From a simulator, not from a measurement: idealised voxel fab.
process module | voxel plated lines
cross-section cut | 215 nm wide | cells 5 nm
A cross-section is a grid of square cells, given in bands from the top down. A band is one or more rows of cells.
Each band's line starts with the height of the band's top and of its bottom, in nm. Then come its materials from left to right, each with its width in nm. One material with "throughout" fills the band from edge to edge. "air" is empty space.
Height 0 is the level under which the wafer as received is all one material. The lowest band goes on downwards, as in "0 down".
A width such as "30 to 40" changes by the same amount from each row of cells to the next, from the band's top row to its bottom row.
"no change" after a step means that no cell of the cross-section changed.
closed voids: empty space of 8 cells or more with no open way to the top, each as width x height at its distance from the left edge, in nm
after a step's settings: what the simulator itself notes on the step
overlay nm, on a step with a mask: how far to the right of its planned place the mask lay; to the left if negative
plan
1 op RECEIVE | material Si
2 op CONFORMAL_DEP | material SiN | thk nm 10
3 op DIRECTIONAL_DEP | material TiN | thk nm 5
4 op PATTERN | tone open | mask id LINES | material resist | width nm 15 | pitch nm 45 | thk nm 40 | overlay nm 0
5 op EPI | material Ru | thk nm 10
6 op EPI | material Ru | thk nm 10
7 op EPI | material Ru | thk nm 10
8 op STRIP | etch materials resist
9 op DIRECTIONAL_ETCH | etch materials TiN | depth nm 5
10 op CONFORMAL_DEP | material SiCN | thk nm 10
varied across the wafers: width nm of step 4. The plan shows the first wafer's value. All wafers start alike
first wafer as received, after step 1
  0 down: Si throughout
  closed voids: none
each wafer at the end: cells of each material gained (+) or lost (-) since it was received, then its closed voids
width nm 15 | +54 Ru | +170 SiCN | +86 SiN | +9 TiN | closed voids: none
width nm 20 | +72 Ru | +170 SiCN | +86 SiN | +12 TiN | closed voids: none
width nm 25 | +90 Ru | +170 SiCN | +86 SiN | +15 TiN | closed voids: none
width nm 30 | +108 Ru | +156 SiCN | +86 SiN | +18 TiN | closed voids: none
